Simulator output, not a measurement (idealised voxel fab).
This is a process module. Its name is voxel gate over fins.
220 nm wide, 5 nm square cells: that's cross-section cut.
Cross-section = grid of square cells, listed top down in bands; band = one or more rows.
Basically the band line says how high the top is and how high the bottom is, in nm, and then what's in it from left to right, every material with its width in nm. Empty space shows up as "empty", and if a single material carries "full width" it runs the full band edge to edge.
The level at which height equals 0 is the one under which the wafer, as it arrives, is entirely one material. No lower edge exists for the bottom band, which continues downward and is notated as in "z 0 and below".
So if you see something like "30->40" for the width, read it as the top row of the band sitting at the first number and the bottom row at the second, with every row in between moving by the same amount as the last.
You'll sometimes find "no change occurred" written for a step, and that's the way of saying that nowhere in the cross-section did a cell change during that step.
Look at "Enclosed internal voids" for the closed voids: empty spaces with no open path to the top, sized 8 cells or up. Each is width x height at distance, distance from the left edge, all nm.
after a step's settings: what the simulator itself notes on the step
You can add "overlay nm" to a step's line. For a step with a mask, it describes how far the mask lay to the right of its planned position, and a negative number describes a lay to the left.

-- Set out below are the planned steps of the process
1. RECEIVE, material Si
2. CONFORMAL_DEP, material SiN, thk nm 5
3. MASKED_ETCH, tone cover, mask id FINS, width nm 15, pitch nm 50, etch materials SiN, depth nm 5, overlay nm 0
4. MASKED_ETCH, tone cover, mask id FINS, width nm 15, pitch nm 50, etch materials Si, depth nm 40, overlay nm -15
5. FILL_DEP, material SiO2, thk nm 5
6. CMP, height nm 5
7. PATTERN, tone open, mask id RAIL, material resist, width nm 15, thk nm 15, overlay nm 0
8. DIRECTIONAL_ETCH, etch materials SiO2, depth nm 40
9. STRIP, etch materials resist
10. CONFORMAL_DEP, material TiN, thk nm 5
11. FILL_DEP, material Ru, thk nm 10
12. CMP, height nm 5
13. SELECTIVE_ETCH, etch materials W Ru TiN, depth nm 30
14. FILL_DEP, material SiO2, thk nm 5
15. CMP, height nm 5
16. SELECTIVE_ETCH, etch materials SiO2, depth nm 20
17. STRIP, etch materials SiN
18. CONFORMAL_DEP, material HfO2, thk nm 5
19. CONFORMAL_DEP, material TiN, thk nm 5
20. CONFORMAL_DEP, material TiAl, thk nm 5
21. CONFORMAL_DEP, material TiN, thk nm 5
22. FILL_DEP, material W, thk nm 15
23. CMP, height nm 30
24. CONFORMAL_DEP, material SiN, thk nm 5
Wafer-to-wafer difference: overlay nm, step 4. Common start. Plan = first wafer's value.

-- Received wafers, first of several: cross-section after step 1
z 0 and below = Si full width
Enclosed internal voids: none

-- Module finished, last step 24 done: cross-section of the first of several wafers
z 35 to 30 = SiN full width
z 30 to 20 = W full width
z 20 to 15 = W: 15, then TiN: 170, then W: 35
z 15 to 10 = W: 15, then TiN: 5, then TiAl: 160, then TiN: 5, then W: 35
z 10 to 5 = W: 15, then TiN: 5, then TiAl: 5, then TiN: 150, then TiAl: 5, then TiN: 5, then W: 35
z 5 to 0 = TiN: 20, then TiAl: 5, then TiN: 5, then HfO2: 40, then TiN: 10, then HfO2: 40, then TiN: 10, then HfO2: 40, then TiN: 5, then TiAl: 5, then TiN: 40
z 0 to -5 = TiAl: 25, then TiN: 5, then HfO2: 5, then Si: 30, then HfO2: 5, then TiN: 10, then HfO2: 5, then Si: 30, then HfO2: 5, then TiN: 10, then HfO2: 5, then Si: 30, then HfO2: 5, then TiN: 5, then TiAl: 45
z -5 to -10 = TiN: 30, then HfO2: 5, then Si: 30, then HfO2: 5, then TiN: 10, then HfO2: 5, then Si: 30, then HfO2: 5, then TiN: 10, then HfO2: 5, then Si: 30, then HfO2: 5, then TiN: 50
z -10 to -15 = HfO2: 35, then Si: 30, then HfO2: 20, then Si: 30, then HfO2: 20, then Si: 30, then HfO2: 55
z -15 to -25 = SiO2: 35, then Si: 30, then SiO2: 20, then Si: 30, then SiO2: 20, then Si: 30, then SiO2: 55
z -25 to -35 = SiO2: 35, then Si: 30, then SiO2: 10, then TiN: 10, then Si: 30, then SiO2: 20, then Si: 30, then SiO2: 55
z -35 to -40 = SiO2: 35, then Si: 30, then SiO2: 20, then Si: 30, then SiO2: 20, then Si: 30, then SiO2: 55
z -40 and below = Si full width
Enclosed internal voids: none

-- Here we cross-sectioned the last of the wafers once the module was done
z 35 to 30 = SiN full width
z 30 to 20 = W full width
z 20 to 15 = W: 30, then TiN: 170, then W: 20
z 15 to 10 = W: 30, then TiN: 5, then TiAl: 160, then TiN: 5, then W: 20
z 10 to 5 = W: 30, then TiN: 5, then TiAl: 5, then TiN: 150, then TiAl: 5, then TiN: 5, then W: 20
z 5 to 0 = TiN: 35, then TiAl: 5, then TiN: 5, then HfO2: 40, then TiN: 10, then HfO2: 40, then TiN: 10, then HfO2: 40, then TiN: 5, then TiAl: 5, then TiN: 25
z 0 to -5 = TiAl: 40, then TiN: 5, then HfO2: 5, then Si: 30, then HfO2: 5, then TiN: 10, then HfO2: 5, then Si: 30, then HfO2: 5, then TiN: 10, then HfO2: 5, then Si: 30, then HfO2: 5, then TiN: 5, then TiAl: 30
z -5 to -10 = TiN: 45, then HfO2: 5, then Si: 30, then HfO2: 5, then TiN: 10, then HfO2: 5, then Si: 30, then HfO2: 5, then TiN: 10, then HfO2: 5, then Si: 30, then HfO2: 5, then TiN: 35
z -10 to -15 = HfO2: 50, then Si: 30, then HfO2: 20, then Si: 30, then HfO2: 20, then Si: 30, then HfO2: 40
z -15 to -25 = SiO2: 50, then Si: 30, then SiO2: 20, then Si: 30, then SiO2: 20, then Si: 30, then SiO2: 40
z -25 to -35 = SiO2: 50, then Si: 30, then TiN: 10, then SiO2: 10, then Si: 30, then SiO2: 20, then Si: 30, then SiO2: 40
z -35 to -40 = SiO2: 50, then Si: 30, then SiO2: 20, then Si: 30, then SiO2: 20, then Si: 30, then SiO2: 40
z -40 and below = Si full width
Enclosed internal voids: none

-- Rows = wafers. At module end, each row lists per material the cells gained (+) or lost (-) since the wafer was received, then the closed voids
overlay nm -15 | +62 HfO2 | -208 Si | +44 SiN | +126 SiO2 | +50 TiAl | +116 TiN | +118 W | Enclosed internal voids: none
overlay nm -10 | +62 HfO2 | +1 Ru | -232 Si | +44 SiN | +139 SiO2 | +56 TiAl | +117 TiN | +121 W | Enclosed internal voids: none
overlay nm -5 | +62 HfO2 | +1 Ru | -256 Si | +44 SiN | +154 SiO2 | +62 TiAl | +117 TiN | +124 W | Enclosed internal voids: none
overlay nm 0 | +62 HfO2 | +1 Ru | -280 Si | +44 SiN | +169 SiO2 | +62 TiAl | +123 TiN | +127 W | Enclosed internal voids: none
overlay nm 5 | +62 HfO2 | +1 Ru | -256 Si | +44 SiN | +154 SiO2 | +62 TiAl | +117 TiN | +124 W | Enclosed internal voids: none
overlay nm 10 | +62 HfO2 | +1 Ru | -232 Si | +44 SiN | +139 SiO2 | +56 TiAl | +117 TiN | +121 W | Enclosed internal voids: none
overlay nm 15 | +62 HfO2 | -208 Si | +44 SiN | +126 SiO2 | +50 TiAl | +116 TiN | +118 W | Enclosed internal voids: none
